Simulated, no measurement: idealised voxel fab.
Process module, titled voxel transistor to metal
FYI the section here is cut, 185 nm wide, cells are 5 nm squares.
If you're reading a cross-section in this doc, picture square cells in a grid; it comes to you as bands, top ones listed first down to the bottom, and a band can be one or more rows of cells.
Band entry format. Leading values: height of top, height of bottom, nm. Remainder: materials in left-to-right order, each with its width in nm. Special words: "everywhere" on a single material, which then fills the band edge to edge; "empty", empty space.
Height reference: 0 = level under which incoming wafer is all one material. Lowest band: no bottom, runs on downward, e.g. "0 and below".
With a width like "30->40", each row of cells in the band differs from the next by the same amount, the top row carrying the first number and the bottom row the second.
Given "nothing got changed" for a step, no cell of the cross-section differs between before and after that step.
In "Non-vented voids" the enclosed voids are listed, meaning empty spaces of 8 cells or larger without any opening to the top. The form is width x height at distance, distance from the left edge, units nm.
The remark found on a step's line after its settings is issued by the simulator itself and pertains to that step.
The "overlay nm" setting may appear on a step's line; for a step that uses a mask, it gives how far to the right of its planned position the mask lay, and a negative value indicates the left.
Note: before/after cross-section pairs follow, one process step per pair, after-side truncated at the lowest changed band, step and settings given beneath. Different runs of this module on the same starting wafer may supply the pairs; a pair continues the one above only where the "Pre-step condition" entry says so.

Pre-step condition
  90 down to 60 | lowk 50 nm, TiN 5 nm, Cu 5 nm, TiN 5 nm, lowk 55 nm, TiN 5 nm, Cu 5 nm, TiN 5 nm, lowk 50 nm
  60 down to 55 | SiCN 50 nm, TiN 15 nm, SiCN 55 nm, TiN 15 nm, SiCN 50 nm
  55 down to 50 | Ru everywhere
  50 down to 45 | Cu everywhere
  45 down to 40 | TiN 55 nm, Cu 5 nm, TiN 65 nm, Cu 5 nm, TiN 55 nm
  40 down to 35 | SiO2 50 nm, TiN 5 nm, Cu 5 nm, TiN 5 nm, SiO2 55 nm, TiN 5 nm, Cu 5 nm, TiN 5 nm, SiO2 50 nm
  35 down to 30 | SiN 50 nm, TiN 15 nm, SiN 55 nm, TiN 15 nm, SiN 50 nm
  30 down to 20 | SiO2 50 nm, TiN 5 nm, Ru 5 nm, TiN 5 nm, SiO2 55 nm, TiN 5 nm, Ru 5 nm, TiN 5 nm, SiO2 50 nm
  20 down to 5 | SiO2 50 nm, TiN 5 nm, Ru 5 nm, TiN 5 nm, SiO2 10 nm, SiN 5 nm, HfO2 5 nm, TiN 5 nm, W 5 nm, TiN 5 nm, HfO2 5 nm, SiN 5 nm, SiO2 10 nm, TiN 5 nm, Ru 5 nm, TiN 5 nm, SiO2 50 nm
  5 down to 0 | SiO2 50 nm, TiN 5 nm, Ru 5 nm, TiN 5 nm, pSi 10 nm, SiN 5 nm, HfO2 5 nm, TiN 15 nm, HfO2 5 nm, SiN 5 nm, pSi 10 nm, TiN 5 nm, Ru 5 nm, TiN 5 nm, SiO2 50 nm
  0 down to -5 | SiO2 50 nm, TiN 15 nm, pSi 10 nm, HfO2 35 nm, pSi 10 nm, TiN 15 nm, SiO2 50 nm
  -5 down to -15 | SiO2 45 nm, pSi 30 nm, Si 35 nm, pSi 30 nm, SiO2 45 nm
  -15 down to -35 | SiO2 45 nm, Si 95 nm, SiO2 45 nm
  -35 and below | Si everywhere
  Non-vented voids: none

Step Result
  95 down to 90 | SiN everywhere
  Below 90, the layers are the same as they were.
  Non-vented voids: none
As a process note, the step between the before and after cross-sections shown above is CONFORMAL_DEP (material SiN; thk nm 5)

Pre-step condition
  90 down to 60 | lowk everywhere
  60 down to 55 | SiCN everywhere
  55 down to 50 | SiCN 45 nm, Ru 25 nm, SiCN 45 nm, Ru 25 nm, SiCN 45 nm
  50 down to 35 | SiO2 50 nm, TiN 5 nm, Cu 5 nm, TiN 5 nm, SiO2 55 nm, TiN 5 nm, Cu 5 nm, TiN 5 nm, SiO2 50 nm
  35 down to 30 | SiN 50 nm, TiN 15 nm, SiN 55 nm, TiN 15 nm, SiN 50 nm
  30 down to 20 | SiO2 50 nm, TiN 5 nm, Ru 5 nm, TiN 5 nm, SiO2 55 nm, TiN 5 nm, Ru 5 nm, TiN 5 nm, SiO2 50 nm
  20 down to 5 | SiO2 50 nm, TiN 5 nm, Ru 5 nm, TiN 5 nm, SiO2 10 nm, SiN 5 nm, HfO2 5 nm, TiN 5 nm, W 5 nm, TiN 5 nm, HfO2 5 nm, SiN 5 nm, SiO2 10 nm, TiN 5 nm, Ru 5 nm, TiN 5 nm, SiO2 50 nm
  5 down to 0 | SiO2 50 nm, TiN 5 nm, Ru 5 nm, TiN 5 nm, pSi 10 nm, SiN 5 nm, HfO2 5 nm, TiN 15 nm, HfO2 5 nm, SiN 5 nm, pSi 10 nm, TiN 5 nm, Ru 5 nm, TiN 5 nm, SiO2 50 nm
  0 down to -5 | SiO2 50 nm, TiN 15 nm, pSi 10 nm, HfO2 35 nm, pSi 10 nm, TiN 15 nm, SiO2 50 nm
  -5 down to -15 | SiO2 45 nm, pSi 30 nm, Si 35 nm, pSi 30 nm, SiO2 45 nm
  -15 down to -35 | SiO2 45 nm, Si 95 nm, SiO2 45 nm
  -35 and below | Si everywhere
  Non-vented voids: none

Step Result
  90 down to 70 | lowk 45 nm, empty 25 nm, lowk 45 nm, empty 25 nm, lowk 45 nm
  Below 70, the layers are the same as they were.
  Non-vented voids: none
As a process note, the step between the before and after cross-sections shown above is MASKED_ETCH (tone open; mask id METAL_2; width nm 25; pitch nm 70; etch materials lowk; depth nm 20; overlay nm 0)

Pre-step condition: It is represented by the cross-section appearing after the step of the pair directly above.

Step Result
  90 down to 70 | lowk 45 nm, empty 25 nm, lowk 45 nm, empty 25 nm, lowk 45 nm
  70 down to 60 | lowk 50 nm, empty 15 nm, lowk 55 nm, empty 15 nm, lowk 50 nm
  Below 60, the layers are the same as they were.
  Non-vented voids: none
As a process note, the step between the before and after cross-sections shown above is MASKED_ETCH (tone open; mask id METAL_2_HOLES; width nm 15; pitch nm 70; etch materials lowk; depth nm 10; overlay nm 0)

Pre-step condition: It is represented by the cross-section appearing after the step of the pair directly above.

Step Result
  90 down to 70 | lowk 45 nm, empty 25 nm, lowk 45 nm, empty 25 nm, lowk 45 nm
  70 down to 60 | lowk 50 nm, empty 15 nm, lowk 55 nm, empty 15 nm, lowk 50 nm
  60 down to 55 | SiCN 50 nm, empty 15 nm, SiCN 55 nm, empty 15 nm, SiCN 50 nm
  Below 55, the layers are the same as they were.
  Non-vented voids: none
As a process note, the step between the before and after cross-sections shown above is MASKED_ETCH (tone open; mask id METAL_2_HOLES; width nm 15; pitch nm 70; etch materials SiCN; depth nm 5; overlay nm 0)

Pre-step condition: It is represented by the cross-section appearing after the step of the pair directly above.

Step Result
  95 down to 90 | TiN 50 nm, empty 15 nm, TiN 55 nm, empty 15 nm, TiN 50 nm
  90 down to 75 | lowk 45 nm, TiN 5 nm, empty 15 nm, TiN 5 nm, lowk 45 nm, TiN 5 nm, empty 15 nm, TiN 5 nm, lowk 45 nm
  75 down to 70 | lowk 45 nm, TiN 10 nm, empty 5 nm, TiN 10 nm, lowk 45 nm, TiN 10 nm, empty 5 nm, TiN 10 nm, lowk 45 nm
  70 down to 60 | lowk 50 nm, TiN 5 nm, empty 5 nm, TiN 5 nm, lowk 55 nm, TiN 5 nm, empty 5 nm, TiN 5 nm, lowk 50 nm
  60 down to 55 | SiCN 50 nm, TiN 15 nm, SiCN 55 nm, TiN 15 nm, SiCN 50 nm
  Below 55, the layers are the same as they were.
  Non-vented voids: none
As a process note, the step between the before and after cross-sections shown above is CONFORMAL_DEP (material TiN; thk nm 5)

Pre-step condition: It is represented by the cross-section appearing after the step of the pair directly above.

Step Result
  100 down to 95 | Cu everywhere
  95 down to 90 | TiN 50 nm, Cu 15 nm, TiN 55 nm, Cu 15 nm, TiN 50 nm
  90 down to 75 | lowk 45 nm, TiN 5 nm, Cu 15 nm, TiN 5 nm, lowk 45 nm, TiN 5 nm, Cu 15 nm, TiN 5 nm, lowk 45 nm
  75 down to 70 | lowk 45 nm, TiN 10 nm, Cu 5 nm, TiN 10 nm, lowk 45 nm, TiN 10 nm, Cu 5 nm, TiN 10 nm, lowk 45 nm
  70 down to 60 | lowk 50 nm, TiN 5 nm, Cu 5 nm, TiN 5 nm, lowk 55 nm, TiN 5 nm, Cu 5 nm, TiN 5 nm, lowk 50 nm
  Below 60, the layers are the same as they were.
  Non-vented voids: none
As a process note, the step between the before and after cross-sections shown above is FILL_DEP (material Cu; thk nm 5)

Pre-step condition: It is represented by the cross-section appearing after the step of the pair directly above.

Step Result
  90 down to 75 | lowk 45 nm, TiN 5 nm, Cu 15 nm, TiN 5 nm, lowk 45 nm, TiN 5 nm, Cu 15 nm, TiN 5 nm, lowk 45 nm
  Below 75, the layers are the same as they were.
  Non-vented voids: none
As a process note, the step between the before and after cross-sections shown above is CMP (height nm 90)

Pre-step condition: It is represented by the cross-section appearing after the step of the pair directly above.

Step Result
  95 down to 90 | SiN everywhere
  Below 90, the layers are the same as they were.
  Non-vented voids: none
As a process note, the step between the before and after cross-sections shown above is CONFORMAL_DEP (material SiN; thk nm 5)

Pre-step condition
  30 down to 20 | SiO2 everywhere
  20 down to 5 | SiO2 75 nm, SiN 5 nm, HfO2 5 nm, TiN 5 nm, W 5 nm, TiN 5 nm, HfO2 5 nm, SiN 5 nm, SiO2 75 nm
  5 down to 0 | SiO2 65 nm, pSi 10 nm, SiN 5 nm, HfO2 5 nm, TiN 15 nm, HfO2 5 nm, SiN 5 nm, pSi 10 nm, SiO2 65 nm
  0 down to -5 | SiO2 65 nm, pSi 10 nm, HfO2 35 nm, pSi 10 nm, SiO2 65 nm
  -5 down to -15 | SiO2 45 nm, pSi 30 nm, Si 35 nm, pSi 30 nm, SiO2 45 nm
  -15 down to -35 | SiO2 45 nm, Si 95 nm, SiO2 45 nm
  -35 and below | Si everywhere
  Non-vented voids: none

Step Result
  45 down to 30 | resist 40 nm, empty 15 nm, resist 55 nm, empty 15 nm, resist 60 nm
  Below 30, the layers are the same as they were.
  Non-vented voids: none
As a process note, the step between the before and after cross-sections shown above is PATTERN (tone open; mask id CONTACT; material resist; width nm 15; pitch nm 70; thk nm 15; overlay nm -10)

Pre-step condition: It is represented by the cross-section appearing after the step of the pair directly above.

Step Result
  45 down to 30 | resist 40 nm, empty 15 nm, resist 55 nm, empty 15 nm, resist 60 nm
  30 down to 20 | SiO2 40 nm, empty 15 nm, SiO2 55 nm, empty 15 nm, SiO2 60 nm
  20 down to 5 | SiO2 40 nm, empty 15 nm, SiO2 20 nm, SiN 5 nm, HfO2 5 nm, TiN 5 nm, W 5 nm, TiN 5 nm, HfO2 5 nm, SiN 5 nm, empty 15 nm, SiO2 60 nm
  5 down to 0 | SiO2 40 nm, empty 15 nm, SiO2 10 nm, pSi 10 nm, SiN 5 nm, HfO2 5 nm, TiN 15 nm, HfO2 5 nm, SiN 5 nm, pSi 10 nm, empty 5 nm, SiO2 60 nm
  0 down to -5 | SiO2 40 nm, empty 15 nm, SiO2 10 nm, pSi 10 nm, HfO2 35 nm, pSi 10 nm, empty 5 nm, SiO2 60 nm
  Below -5, the layers are the same as they were.
  Non-vented voids: none
As a process note, the step between the before and after cross-sections shown above is DIRECTIONAL_ETCH (etch materials SiO2; depth nm 35)

Pre-step condition: It is represented by the cross-section appearing after the step of the pair directly above.

Step Result
  30 down to 20 | SiO2 40 nm, empty 15 nm, SiO2 55 nm, empty 15 nm, SiO2 60 nm
  Below 20, the layers are the same as they were.
  Non-vented voids: none
As a process note, the step between the before and after cross-sections shown above is STRIP (etch materials resist)

Pre-step condition: It is represented by the cross-section appearing after the step of the pair directly above.

Step Result
  35 down to 30 | TiN 45 nm, empty 5 nm, TiN 65 nm, empty 5 nm, TiN 65 nm
  30 down to 20 | SiO2 40 nm, TiN 5 nm, empty 5 nm, TiN 5 nm, SiO2 55 nm, TiN 5 nm, empty 5 nm, TiN 5 nm, SiO2 60 nm
  20 down to 10 | SiO2 40 nm, TiN 5 nm, empty 5 nm, TiN 5 nm, SiO2 20 nm, SiN 5 nm, HfO2 5 nm, TiN 5 nm, W 5 nm, TiN 5 nm, HfO2 5 nm, SiN 5 nm, TiN 5 nm, empty 5 nm, TiN 5 nm, SiO2 60 nm
  10 down to 5 | SiO2 40 nm, TiN 5 nm, empty 5 nm, TiN 5 nm, SiO2 20 nm, SiN 5 nm, HfO2 5 nm, TiN 5 nm, W 5 nm, TiN 5 nm, HfO2 5 nm, SiN 5 nm, TiN 15 nm, SiO2 60 nm
  5 down to 0 | SiO2 40 nm, TiN 5 nm, empty 5 nm, TiN 5 nm, SiO2 10 nm, pSi 10 nm, SiN 5 nm, HfO2 5 nm, TiN 15 nm, HfO2 5 nm, SiN 5 nm, pSi 10 nm, TiN 5 nm, SiO2 60 nm
  0 down to -5 | SiO2 40 nm, TiN 15 nm, SiO2 10 nm, pSi 10 nm, HfO2 35 nm, pSi 10 nm, TiN 5 nm, SiO2 60 nm
  Below -5, the layers are the same as they were.
  Non-vented voids: none
As a process note, the step between the before and after cross-sections shown above is CONFORMAL_DEP (material TiN; thk nm 5)

Pre-step condition: It is represented by the cross-section appearing after the step of the pair directly above.

Step Result
  40 down to 35 | Ru everywhere
  35 down to 30 | TiN 45 nm, Ru 5 nm, TiN 65 nm, Ru 5 nm, TiN 65 nm
  30 down to 20 | SiO2 40 nm, TiN 5 nm, Ru 5 nm, TiN 5 nm, SiO2 55 nm, TiN 5 nm, Ru 5 nm, TiN 5 nm, SiO2 60 nm
  20 down to 10 | SiO2 40 nm, TiN 5 nm, Ru 5 nm, TiN 5 nm, SiO2 20 nm, SiN 5 nm, HfO2 5 nm, TiN 5 nm, W 5 nm, TiN 5 nm, HfO2 5 nm, SiN 5 nm, TiN 5 nm, Ru 5 nm, TiN 5 nm, SiO2 60 nm
  10 down to 5 | SiO2 40 nm, TiN 5 nm, Ru 5 nm, TiN 5 nm, SiO2 20 nm, SiN 5 nm, HfO2 5 nm, TiN 5 nm, W 5 nm, TiN 5 nm, HfO2 5 nm, SiN 5 nm, TiN 15 nm, SiO2 60 nm
  5 down to 0 | SiO2 40 nm, TiN 5 nm, Ru 5 nm, TiN 5 nm, SiO2 10 nm, pSi 10 nm, SiN 5 nm, HfO2 5 nm, TiN 15 nm, HfO2 5 nm, SiN 5 nm, pSi 10 nm, TiN 5 nm, SiO2 60 nm
  Below 0, the layers are the same as they were.
  Non-vented voids: none
As a process note, the step between the before and after cross-sections shown above is FILL_DEP (material Ru; thk nm 5)

Pre-step condition: It is represented by the cross-section appearing after the step of the pair directly above.

Step Result
  30 down to 20 | SiO2 40 nm, TiN 5 nm, Ru 5 nm, TiN 5 nm, SiO2 55 nm, TiN 5 nm, Ru 5 nm, TiN 5 nm, SiO2 60 nm
  Below 20, the layers are the same as they were.
  Non-vented voids: none
As a process note, the step between the before and after cross-sections shown above is CMP (height nm 30)

Pre-step condition: It is represented by the cross-section appearing after the step of the pair directly above.

Step Result
  35 down to 30 | SiN everywhere
  Below 30, the layers are the same as they were.
  Non-vented voids: none
As a process note, the step between the before and after cross-sections shown above is CONFORMAL_DEP (material SiN; thk nm 5)

Pre-step condition: It is represented by the cross-section appearing after the step of the pair directly above.

Step Result
  50 down to 35 | SiO2 everywhere
  Below 35, the layers are the same as they were.
  Non-vented voids: none
As a process note, the step between the before and after cross-sections shown above is DIRECTIONAL_DEP (material SiO2; thk nm 15)

Pre-step condition: It is represented by the cross-section appearing after the step of the pair directly above.

Step Result
  70 down to 50 | resist 50 nm, empty 15 nm, resist 55 nm, empty 15 nm, resist 50 nm
  Below 50, the layers are the same as they were.
  Non-vented voids: none
As a process note, the step between the before and after cross-sections shown above is PATTERN (tone open; mask id METAL_1; material resist; width nm 15; pitch nm 70; thk nm 20; overlay nm 0)

Pre-step condition: It is represented by the cross-section appearing after the step of the pair directly above.

Step Result
  70 down to 50 | resist 50 nm, empty 15 nm, resist 55 nm, empty 15 nm, resist 50 nm
  50 down to 35 | SiO2 50 nm, empty 15 nm, SiO2 55 nm, empty 15 nm, SiO2 50 nm
  Below 35, the layers are the same as they were.
  Non-vented voids: none
As a process note, the step between the before and after cross-sections shown above is DIRECTIONAL_ETCH (etch materials SiO2; depth nm 15)

Pre-step condition: It is represented by the cross-section appearing after the step of the pair directly above.

Step Result
  70 down to 50 | resist 50 nm, empty 15 nm, resist 55 nm, empty 15 nm, resist 50 nm
  50 down to 35 | SiO2 50 nm, empty 15 nm, SiO2 55 nm, empty 15 nm, SiO2 50 nm
  35 down to 30 | SiN 50 nm, empty 15 nm, SiN 55 nm, empty 15 nm, SiN 50 nm
  Below 30, the layers are the same as they were.
  Non-vented voids: none
As a process note, the step between the before and after cross-sections shown above is DIRECTIONAL_ETCH (etch materials SiN; depth nm 5)

Pre-step condition: It is represented by the cross-section appearing after the step of the pair directly above.

Step Result
  50 down to 35 | SiO2 50 nm, empty 15 nm, SiO2 55 nm, empty 15 nm, SiO2 50 nm
  Below 35, the layers are the same as they were.
  Non-vented voids: none
As a process note, the step between the before and after cross-sections shown above is STRIP (etch materials resist)

Pre-step condition: It is represented by the cross-section appearing after the step of the pair directly above.

Step Result
  55 down to 50 | TiN 55 nm, empty 5 nm, TiN 65 nm, empty 5 nm, TiN 55 nm
  50 down to 35 | SiO2 50 nm, TiN 5 nm, empty 5 nm, TiN 5 nm, SiO2 55 nm, TiN 5 nm, empty 5 nm, TiN 5 nm, SiO2 50 nm
  35 down to 30 | SiN 50 nm, TiN 15 nm, SiN 55 nm, TiN 15 nm, SiN 50 nm
  Below 30, the layers are the same as they were.
  Non-vented voids: none
As a process note, the step between the before and after cross-sections shown above is CONFORMAL_DEP (material TiN; thk nm 5)

Pre-step condition: It is represented by the cross-section appearing after the step of the pair directly above.

Step Result
  60 down to 55 | Cu everywhere
  55 down to 50 | TiN 55 nm, Cu 5 nm, TiN 65 nm, Cu 5 nm, TiN 55 nm
  50 down to 35 | SiO2 50 nm, TiN 5 nm, Cu 5 nm, TiN 5 nm, SiO2 55 nm, TiN 5 nm, Cu 5 nm, TiN 5 nm, SiO2 50 nm
  Below 35, the layers are the same as they were.
  Non-vented voids: none
As a process note, the step between the before and after cross-sections shown above is FILL_DEP (material Cu; thk nm 5)

Pre-step condition: It is represented by the cross-section appearing after the step of the pair directly above.

Step Result
  50 down to 35 | SiO2 50 nm, TiN 5 nm, Cu 5 nm, TiN 5 nm, SiO2 55 nm, TiN 5 nm, Cu 5 nm, TiN 5 nm, SiO2 50 nm
  Below 35, the layers are the same as they were.
  Non-vented voids: none
As a process note, the step between the before and after cross-sections shown above is CMP (height nm 50)

Pre-step condition: It is represented by the cross-section appearing after the step of the pair directly above.

Step Result
  55 down to 50 | empty 45 nm, Ru 25 nm, empty 45 nm, Ru 25 nm, empty 45 nm
  Below 50, the layers are the same as they were.
  Non-vented voids: none
As a process note, the step between the before and after cross-sections shown above is EPI (material Ru; thk nm 5)

Pre-step condition: It is represented by the cross-section appearing after the step of the pair directly above.

Step Result
  60 down to 55 | SiCN everywhere
  55 down to 50 | SiCN 45 nm, Ru 25 nm, SiCN 45 nm, Ru 25 nm, SiCN 45 nm
  Below 50, the layers are the same as they were.
  Non-vented voids: none
As a process note, the step between the before and after cross-sections shown above is FILL_DEP (material SiCN; thk nm 5)

Pre-step condition: It is represented by the cross-section appearing after the step of the pair directly above.

Step Result
  90 down to 60 | lowk everywhere
  Below 60, the layers are the same as they were.
  Non-vented voids: none
As a process note, the step between the before and after cross-sections shown above is DIRECTIONAL_DEP (material lowk; thk nm 30)

Pre-step condition: It is represented by the cross-section appearing after the step of the pair directly above.

Step Result
  90 down to 70 | lowk 50 nm, empty 15 nm, lowk 55 nm, empty 15 nm, lowk 50 nm
  Below 70, the layers are the same as they were.
  Non-vented voids: none
As a process note, the step between the before and after cross-sections shown above is MASKED_ETCH (tone open; mask id METAL_2; width nm 15; pitch nm 70; etch materials lowk; depth nm 20; overlay nm 0)

Pre-step condition: It is represented by the cross-section appearing after the step of the pair directly above.

Step Result
  90 down to 60 | lowk 50 nm, empty 15 nm, lowk 55 nm, empty 15 nm, lowk 50 nm
  Below 60, the layers are the same as they were.
  Non-vented voids: none
As a process note, the step between the before and after cross-sections shown above is MASKED_ETCH (tone open; mask id METAL_2_HOLES; width nm 15; pitch nm 70; etch materials lowk; depth nm 10; overlay nm 0)

Pre-step condition: It is represented by the cross-section appearing after the step of the pair directly above.

Step Result
  90 down to 60 | lowk 50 nm, empty 15 nm, lowk 55 nm, empty 15 nm, lowk 50 nm
  60 down to 55 | SiCN 50 nm, empty 15 nm, SiCN 55 nm, empty 15 nm, SiCN 50 nm
  Below 55, the layers are the same as they were.
  Non-vented voids: none
As a process note, the step between the before and after cross-sections shown above is MASKED_ETCH (tone open; mask id METAL_2_HOLES; width nm 15; pitch nm 70; etch materials SiCN; depth nm 5; overlay nm 0)

Pre-step condition: It is represented by the cross-section appearing after the step of the pair directly above.

Step Result
  95 down to 90 | TiN 55 nm, empty 5 nm, TiN 65 nm, empty 5 nm, TiN 55 nm
  90 down to 60 | lowk 50 nm, TiN 5 nm, empty 5 nm, TiN 5 nm, lowk 55 nm, TiN 5 nm, empty 5 nm, TiN 5 nm, lowk 50 nm
  60 down to 55 | SiCN 50 nm, TiN 15 nm, SiCN 55 nm, TiN 15 nm, SiCN 50 nm
  Below 55, the layers are the same as they were.
  Non-vented voids: none
As a process note, the step between the before and after cross-sections shown above is CONFORMAL_DEP (material TiN; thk nm 5)

Pre-step condition: It is represented by the cross-section appearing after the step of the pair directly above.

Step Result
  100 down to 95 | Cu everywhere
  95 down to 90 | TiN 55 nm, Cu 5 nm, TiN 65 nm, Cu 5 nm, TiN 55 nm
  90 down to 60 | lowk 50 nm, TiN 5 nm, Cu 5 nm, TiN 5 nm, lowk 55 nm, TiN 5 nm, Cu 5 nm, TiN 5 nm, lowk 50 nm
  Below 60, the layers are the same as they were.
  Non-vented voids: none
As a process note, the step between the before and after cross-sections shown above is FILL_DEP (material Cu; thk nm 5)

Pre-step condition: It is represented by the cross-section appearing after the step of the pair directly above.

Step Result
  90 down to 60 | lowk 50 nm, TiN 5 nm, Cu 5 nm, TiN 5 nm, lowk 55 nm, TiN 5 nm, Cu 5 nm, TiN 5 nm, lowk 50 nm
  Below 60, the layers are the same as they were.
  Non-vented voids: none
As a process note, the step between the before and after cross-sections shown above is CMP (height nm 90)

Pre-step condition: It is represented by the cross-section appearing after the step of the pair directly above.

Step Result
  95 down to 90 | SiN everywhere
  Below 90, the layers are the same as they were.
  Non-vented voids: none
As a process note, the step between the before and after cross-sections shown above is CONFORMAL_DEP (material SiN; thk nm 5)

Pre-step condition
  30 down to 20 | SiO2 50 nm, empty 15 nm, SiO2 55 nm, empty 15 nm, SiO2 50 nm
  20 down to 5 | SiO2 50 nm, empty 15 nm, SiO2 10 nm, SiN 5 nm, HfO2 5 nm, TiN 5 nm, W 5 nm, TiN 5 nm, HfO2 5 nm, SiN 5 nm, SiO2 10 nm, empty 15 nm, SiO2 50 nm
  5 down to 0 | SiO2 50 nm, empty 15 nm, pSi 10 nm, SiN 5 nm, HfO2 5 nm, TiN 15 nm, HfO2 5 nm, SiN 5 nm, pSi 10 nm, empty 15 nm, SiO2 50 nm
  0 down to -5 | SiO2 50 nm, empty 15 nm, pSi 10 nm, HfO2 35 nm, pSi 10 nm, empty 15 nm, SiO2 50 nm
  -5 down to -15 | SiO2 45 nm, pSi 30 nm, Si 35 nm, pSi 30 nm, SiO2 45 nm
  -15 down to -35 | SiO2 45 nm, Si 95 nm, SiO2 45 nm
  -35 and below | Si everywhere
  Non-vented voids: none

Step Result
  35 down to 30 | W 55 nm, empty 5 nm, W 65 nm, empty 5 nm, W 55 nm
  30 down to 20 | SiO2 50 nm, W 5 nm, empty 5 nm, W 5 nm, SiO2 55 nm, W 5 nm, empty 5 nm, W 5 nm, SiO2 50 nm
  20 down to 5 | SiO2 50 nm, W 5 nm, empty 5 nm, W 5 nm, SiO2 10 nm, SiN 5 nm, HfO2 5 nm, TiN 5 nm, W 5 nm, TiN 5 nm, HfO2 5 nm, SiN 5 nm, SiO2 10 nm, W 5 nm, empty 5 nm, W 5 nm, SiO2 50 nm
  5 down to 0 | SiO2 50 nm, W 5 nm, empty 5 nm, W 5 nm, pSi 10 nm, SiN 5 nm, HfO2 5 nm, TiN 15 nm, HfO2 5 nm, SiN 5 nm, pSi 10 nm, W 5 nm, empty 5 nm, W 5 nm, SiO2 50 nm
  0 down to -5 | SiO2 50 nm, W 15 nm, pSi 10 nm, HfO2 35 nm, pSi 10 nm, W 15 nm, SiO2 50 nm
  Below -5, the layers are the same as they were.
  Non-vented voids: none
As a process note, the step between the before and after cross-sections shown above is CONFORMAL_DEP (material W; thk nm 5)

Pre-step condition: It is represented by the cross-section appearing after the step of the pair directly above.

Step Result
  40 down to 35 | Ru everywhere
  35 down to 30 | W 55 nm, Ru 5 nm, W 65 nm, Ru 5 nm, W 55 nm
  30 down to 20 | SiO2 50 nm, W 5 nm, Ru 5 nm, W 5 nm, SiO2 55 nm, W 5 nm, Ru 5 nm, W 5 nm, SiO2 50 nm
  20 down to 5 | SiO2 50 nm, W 5 nm, Ru 5 nm, W 5 nm, SiO2 10 nm, SiN 5 nm, HfO2 5 nm, TiN 5 nm, W 5 nm, TiN 5 nm, HfO2 5 nm, SiN 5 nm, SiO2 10 nm, W 5 nm, Ru 5 nm, W 5 nm, SiO2 50 nm
  5 down to 0 | SiO2 50 nm, W 5 nm, Ru 5 nm, W 5 nm, pSi 10 nm, SiN 5 nm, HfO2 5 nm, TiN 15 nm, HfO2 5 nm, SiN 5 nm, pSi 10 nm, W 5 nm, Ru 5 nm, W 5 nm, SiO2 50 nm
  Below 0, the layers are the same as they were.
  Non-vented voids: none
As a process note, the step between the before and after cross-sections shown above is FILL_DEP (material Ru; thk nm 5)

Pre-step condition: It is represented by the cross-section appearing after the step of the pair directly above.

Step Result
  30 down to 20 | SiO2 50 nm, W 5 nm, Ru 5 nm, W 5 nm, SiO2 55 nm, W 5 nm, Ru 5 nm, W 5 nm, SiO2 50 nm
  Below 20, the layers are the same as they were.
  Non-vented voids: none
As a process note, the step between the before and after cross-sections shown above is CMP (height nm 30)

Pre-step condition: It is represented by the cross-section appearing after the step of the pair directly above.

Step Result
  35 down to 30 | SiN everywhere
  Below 30, the layers are the same as they were.
  Non-vented voids: none
As a process note, the step between the before and after cross-sections shown above is CONFORMAL_DEP (material SiN; thk nm 5)

Pre-step condition: It is represented by the cross-section appearing after the step of the pair directly above.

Step Result
  50 down to 35 | SiO2 everywhere
  Below 35, the layers are the same as they were.
  Non-vented voids: none
As a process note, the step between the before and after cross-sections shown above is DIRECTIONAL_DEP (material SiO2; thk nm 15)

Pre-step condition: It is represented by the cross-section appearing after the step of the pair directly above.

Step Result
  70 down to 50 | resist 50 nm, empty 15 nm, resist 55 nm, empty 15 nm, resist 50 nm
  Below 50, the layers are the same as they were.
  Non-vented voids: none
As a process note, the step between the before and after cross-sections shown above is PATTERN (tone open; mask id METAL_1; material resist; width nm 15; pitch nm 70; thk nm 20; overlay nm 0)

Pre-step condition: It is represented by the cross-section appearing after the step of the pair directly above.

Step Result
  70 down to 50 | resist 50 nm, empty 15 nm, resist 55 nm, empty 15 nm, resist 50 nm
  50 down to 35 | SiO2 50 nm, empty 15 nm, SiO2 55 nm, empty 15 nm, SiO2 50 nm
  Below 35, the layers are the same as they were.
  Non-vented voids: none
As a process note, the step between the before and after cross-sections shown above is DIRECTIONAL_ETCH (etch materials SiO2; depth nm 15)

Pre-step condition: It is represented by the cross-section appearing after the step of the pair directly above.

Step Result
  70 down to 50 | resist 50 nm, empty 15 nm, resist 55 nm, empty 15 nm, resist 50 nm
  50 down to 35 | SiO2 50 nm, empty 15 nm, SiO2 55 nm, empty 15 nm, SiO2 50 nm
  35 down to 30 | SiN 50 nm, empty 15 nm, SiN 55 nm, empty 15 nm, SiN 50 nm
  Below 30, the layers are the same as they were.
  Non-vented voids: none
As a process note, the step between the before and after cross-sections shown above is DIRECTIONAL_ETCH (etch materials SiN; depth nm 5)

Pre-step condition: It is represented by the cross-section appearing after the step of the pair directly above.

Step Result
  50 down to 35 | SiO2 50 nm, empty 15 nm, SiO2 55 nm, empty 15 nm, SiO2 50 nm
  Below 35, the layers are the same as they were.
  Non-vented voids: none
As a process note, the step between the before and after cross-sections shown above is STRIP (etch materials resist)

Pre-step condition: It is represented by the cross-section appearing after the step of the pair directly above.

Step Result
  55 down to 50 | TiN 55 nm, empty 5 nm, TiN 65 nm, empty 5 nm, TiN 55 nm
  50 down to 35 | SiO2 50 nm, TiN 5 nm, empty 5 nm, TiN 5 nm, SiO2 55 nm, TiN 5 nm, empty 5 nm, TiN 5 nm, SiO2 50 nm
  35 down to 30 | SiN 50 nm, TiN 15 nm, SiN 55 nm, TiN 15 nm, SiN 50 nm
  Below 30, the layers are the same as they were.
  Non-vented voids: none
As a process note, the step between the before and after cross-sections shown above is CONFORMAL_DEP (material TiN; thk nm 5)

Pre-step condition: It is represented by the cross-section appearing after the step of the pair directly above.

Step Result
  60 down to 55 | Cu everywhere
  55 down to 50 | TiN 55 nm, Cu 5 nm, TiN 65 nm, Cu 5 nm, TiN 55 nm
  50 down to 35 | SiO2 50 nm, TiN 5 nm, Cu 5 nm, TiN 5 nm, SiO2 55 nm, TiN 5 nm, Cu 5 nm, TiN 5 nm, SiO2 50 nm
  Below 35, the layers are the same as they were.
  Non-vented voids: none
As a process note, the step between the before and after cross-sections shown above is FILL_DEP (material Cu; thk nm 5)

Pre-step condition: It is represented by the cross-section appearing after the step of the pair directly above.

Step Result
  50 down to 35 | SiO2 50 nm, TiN 5 nm, Cu 5 nm, TiN 5 nm, SiO2 55 nm, TiN 5 nm, Cu 5 nm, TiN 5 nm, SiO2 50 nm
  Below 35, the layers are the same as they were.
  Non-vented voids: none
As a process note, the step between the before and after cross-sections shown above is CMP (height nm 50)

Pre-step condition: It is represented by the cross-section appearing after the step of the pair directly above.

Step Result
  55 down to 50 | empty 45 nm, Ru 25 nm, empty 45 nm, Ru 25 nm, empty 45 nm
  Below 50, the layers are the same as they were.
  Non-vented voids: none
As a process note, the step between the before and after cross-sections shown above is EPI (material Ru; thk nm 5)
